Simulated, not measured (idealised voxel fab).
Process module in this document: voxel ribs on slabs
The figure presents cross-section cut, which has a width of 200 nm and is divided into square cells with an edge length of 5 nm.
Heads up, the way a cross-section reads in here is a grid of square cells, handed over as bands from the top down, with every band being one or more rows of cells. Heights first: top, then bottom, in nm. Then materials, left to right, each with a width in nm. "edge to edge" on a single material: fills the band edge to edge. "empty": empty space. The level at which height equals 0 is the one under which the wafer, as it arrives, is entirely one material. No lower edge exists for the bottom band, which continues downward and is notated as in "from 0 down". It should be noted that a width expressed as "30..40" varies in equal increments from row to row of cells within the band, taking the value of the first number at the top row and that of the second number at the bottom row. When a step is marked "changes: none", none of the cells in the cross-section changed during that step. The list in "Closed internal voids" covers empty spaces of 8 cells or more that cannot reach the top through any open way, and it gives each as width x height at distance; the distance is from the left edge, and width, height and distance are in nm. Note: text after step settings on the step line = simulator remark on that step. overlay nm: mask right of planned place by this much (step with mask). Neg. = left.

[Planned step list for the process]
1,RECEIVE | material Si
2,DIRECTIONAL_DEP | material SiO2 | thk nm 25
3,DIRECTIONAL_DEP | material SiN | thk nm 20
4,DIRECTIONAL_DEP | material aC | thk nm 10
5,PATTERN | tone cover | mask id RIB | material resist | width nm 20 | thk nm 30 | overlay nm 0
6,DIRECTIONAL_ETCH | etch materials aC | depth nm 10
7,STRIP | etch materials resist
8,DIRECTIONAL_ETCH | etch materials SiN | depth nm 10
9,STRIP | etch materials aC
10,PATTERN | tone cover | mask id SLAB | material resist | width nm 80 | thk nm 15 | overlay nm 0
11,DIRECTIONAL_ETCH | etch materials SiN | depth nm 10
12,STRIP | etch materials resist
13,FILL_DEP | material SiO2 | thk nm 25
14,CMP | height nm 65
15,DIRECTIONAL_DEP | material W | thk nm 10
16,PATTERN | tone cover | mask id HEATER | material resist | width nm 30 | thk nm 20 | overlay nm 0
17,DIRECTIONAL_ETCH | etch materials W | depth nm 10
18,STRIP | etch materials resist
19,CONFORMAL_DEP | material SiN | thk nm 5

[First of two wafers, processed according to plan]

[Delivered wafer in cross-section: state after step 1]
    from 0 down: Si edge to edge
    Closed internal voids: none

[So this is the wafer cross-section right after step 2]
    from 25 to 0: SiO2 edge to edge
    Below a height of 0, the structure has not been altered.

[So this is the wafer cross-section right after step 3]
    from 45 to 25: SiN edge to edge
    Below a height of 25, the structure has not been altered.

[So this is the wafer cross-section right after step 4]
    from 55 to 45: aC edge to edge
    Below a height of 45, the structure has not been altered.

[So this is the wafer cross-section right after step 5]
    from 85 to 55: 90 of empty; 20 of resist; 90 of empty
    Below a height of 55, the structure has not been altered.

[So this is the wafer cross-section right after step 6]
    from 75 to 55: 90 of empty; 20 of resist; 90 of empty
    from 55 to 45: 90 of empty; 20 of aC; 90 of empty
    Below a height of 45, the structure has not been altered.

[So this is the wafer cross-section right after step 7]
    from 55 to 45: 90 of empty; 20 of aC; 90 of empty
    Below a height of 45, the structure has not been altered.

[So this is the wafer cross-section right after step 8]
    from 55 to 45: 90 of empty; 20 of aC; 90 of empty
    from 45 to 35: 90 of empty; 20 of SiN; 90 of empty
    Below a height of 35, the structure has not been altered.

[So this is the wafer cross-section right after step 9]
    from 45 to 35: 90 of empty; 20 of SiN; 90 of empty
    Below a height of 35, the structure has not been altered.

[So this is the wafer cross-section right after step 10]
    from 60 to 45: 60 of empty; 80 of resist; 60 of empty
    from 45 to 35: 60 of empty; 30 of resist; 20 of SiN; 30 of resist; 60 of empty
    Below a height of 35, the structure has not been altered.

[So this is the wafer cross-section right after step 11]
    from 60 to 45: 60 of empty; 80 of resist; 60 of empty
    from 45 to 35: 60 of empty; 30 of resist; 20 of SiN; 30 of resist; 60 of empty
    from 35 to 25: 60 of empty; 80 of SiN; 60 of empty
    Below a height of 25, the structure has not been altered.

[So this is the wafer cross-section right after step 12]
    from 45 to 35: 90 of empty; 20 of SiN; 90 of empty
    Below a height of 35, the structure has not been altered.

[So this is the wafer cross-section right after step 13]
    from 70 to 45: SiO2 edge to edge
    from 45 to 35: 90 of SiO2; 20 of SiN; 90 of SiO2
    from 35 to 25: 60 of SiO2; 80 of SiN; 60 of SiO2
    Below a height of 25, the structure has not been altered.

[So this is the wafer cross-section right after step 14]
    from 65 to 45: SiO2 edge to edge
    Below a height of 45, the structure has not been altered.

[So this is the wafer cross-section right after step 15]
    from 75 to 65: W edge to edge
    Below a height of 65, the structure has not been altered.

[So this is the wafer cross-section right after step 16]
    from 95 to 75: 85 of empty; 30 of resist; 85 of empty
    Below a height of 75, the structure has not been altered.

[So this is the wafer cross-section right after step 17]
    from 95 to 75: 85 of empty; 30 of resist; 85 of empty
    from 75 to 65: 85 of empty; 30 of W; 85 of empty
    Below a height of 65, the structure has not been altered.

[So this is the wafer cross-section right after step 18]
    from 75 to 65: 85 of empty; 30 of W; 85 of empty
    Below a height of 65, the structure has not been altered.

[So this is the wafer cross-section right after step 19]
    from 80 to 75: 80 of empty; 40 of SiN; 80 of empty
    from 75 to 70: 80 of empty; 5 of SiN; 30 of W; 5 of SiN; 80 of empty
    from 70 to 65: 85 of SiN; 30 of W; 85 of SiN
    Below a height of 65, the structure has not been altered.

[Wafer two. Same start, same plan, one slip in execution. Same as wafer one through step 1, inclusive]

[The second wafer in cross-section, at the planned close of step 2]
    from 30 to 0: SiO2 edge to edge
    Below a height of 0, the structure has not been altered.

[The second wafer in cross-section, at the planned close of step 3]
    from 50 to 30: SiN edge to edge
    Below a height of 30, the structure has not been altered.

[The second wafer in cross-section, at the planned close of step 4]
    from 60 to 50: aC edge to edge
    Below a height of 50, the structure has not been altered.

[The second wafer in cross-section, at the planned close of step 5]
    from 90 to 60: 90 of empty; 20 of resist; 90 of empty
    Below a height of 60, the structure has not been altered.

[The second wafer in cross-section, at the planned close of step 6]
    from 80 to 60: 90 of empty; 20 of resist; 90 of empty
    from 60 to 50: 90 of empty; 20 of aC; 90 of empty
    Below a height of 50, the structure has not been altered.

[The second wafer in cross-section, at the planned close of step 7]
    from 60 to 50: 90 of empty; 20 of aC; 90 of empty
    Below a height of 50, the structure has not been altered.

[The second wafer in cross-section, at the planned close of step 8]
    from 60 to 50: 90 of empty; 20 of aC; 90 of empty
    from 50 to 40: 90 of empty; 20 of SiN; 90 of empty
    Below a height of 40, the structure has not been altered.

[The second wafer in cross-section, at the planned close of step 9]
    from 50 to 40: 90 of empty; 20 of SiN; 90 of empty
    Below a height of 40, the structure has not been altered.

[The second wafer in cross-section, at the planned close of step 10]
    from 65 to 50: 60 of empty; 80 of resist; 60 of empty
    from 50 to 40: 60 of empty; 30 of resist; 20 of SiN; 30 of resist; 60 of empty
    Below a height of 40, the structure has not been altered.

[The second wafer in cross-section, at the planned close of step 11]
    from 65 to 50: 60 of empty; 80 of resist; 60 of empty
    from 50 to 40: 60 of empty; 30 of resist; 20 of SiN; 30 of resist; 60 of empty
    from 40 to 30: 60 of empty; 80 of SiN; 60 of empty
    Below a height of 30, the structure has not been altered.

[The second wafer in cross-section, at the planned close of step 12]
    from 50 to 40: 90 of empty; 20 of SiN; 90 of empty
    Below a height of 40, the structure has not been altered.

[The second wafer in cross-section, at the planned close of step 13]
    from 75 to 50: SiO2 edge to edge
    from 50 to 40: 90 of SiO2; 20 of SiN; 90 of SiO2
    from 40 to 30: 60 of SiO2; 80 of SiN; 60 of SiO2
    Below a height of 30, the structure has not been altered.

[The second wafer in cross-section, at the planned close of step 14]
    from 65 to 50: SiO2 edge to edge
    Below a height of 50, the structure has not been altered.

[The second wafer in cross-section, at the planned close of step 15]
    from 75 to 65: W edge to edge
    Below a height of 65, the structure has not been altered.

[The second wafer in cross-section, at the planned close of step 16]
    from 95 to 75: 85 of empty; 30 of resist; 85 of empty
    Below a height of 75, the structure has not been altered.

[The second wafer in cross-section, at the planned close of step 17]
    from 95 to 75: 85 of empty; 30 of resist; 85 of empty
    from 75 to 65: 85 of empty; 30 of W; 85 of empty
    Below a height of 65, the structure has not been altered.

[The second wafer in cross-section, at the planned close of step 18]
    from 75 to 65: 85 of empty; 30 of W; 85 of empty
    Below a height of 65, the structure has not been altered.

[The second wafer in cross-section, at the planned close of step 19]
    from 80 to 75: 80 of empty; 40 of SiN; 80 of empty
    from 75 to 70: 80 of empty; 5 of SiN; 30 of W; 5 of SiN; 80 of empty
    from 70 to 65: 85 of SiN; 30 of W; 85 of SiN
    Below a height of 65, the structure has not been altered.
Error vs. plan: heads up, step 2 didn't go per plan, it actually ran as DIRECTIONAL_DEP | material SiO2 | thk nm 30
By the end, you'd get the same cell count for each material on either wafer, but the second wafer puts them somewhere else.
